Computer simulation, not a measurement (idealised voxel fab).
process module | voxel tone inversion
cross-section cut | 285 nm wide | cells 5 nm
A cross-section is a grid of square cells, given in bands from the top down. A band is one or more rows of cells.
Each band's line starts with the height of the band's top and of its bottom, in nm. Then come its materials from left to right, each with its width in nm. One material with "throughout" fills the band from edge to edge. "air" is empty space.
Height 0 is the level under which the wafer as received is all one material. The lowest band goes on downwards, as in "0 down".
A width such as "30 to 40" changes by the same amount from each row of cells to the next, from the band's top row to its bottom row.
"no change" after a step means that no cell of the cross-section changed.
closed voids: empty space of 8 cells or more with no open way to the top, each as width x height at its distance from the left edge, in nm
after a step's settings: what the simulator itself notes on the step
overlay nm, on a step with a mask: how far to the right of its planned place the mask lay; to the left if negative
plan
1 op RECEIVE | material Si
2 op CONFORMAL_DEP | material SiN | thk nm 5
3 op DIRECTIONAL_DEP | material aC | thk nm 20
4 op PATTERN | tone cover | mask id POSTS | material resist | width nm 15 | pitch nm 45 | thk nm 30 | overlay nm 0
5 op DIRECTIONAL_ETCH | etch materials aC | depth nm 20
6 op STRIP | etch materials resist
7 op FILL_DEP | material lowk | thk nm 10
8 op CMP | height nm 25
9 op STRIP | etch materials aC
as received, after step 1
  0 down: Si throughout
  closed voids: none
a wafer at the end: this start, this plan, one mistake
  25 to 5: air 110 | lowk 15 | air 30 | lowk 15 | air 115
  5 to 0: SiN throughout
  0 down: Si throughout
  closed voids: none
what went wrong: step 4 ran as: op PATTERN | tone open | mask id POSTS | material resist | width nm 15 | pitch nm 45 | thk nm 30 | overlay nm 0
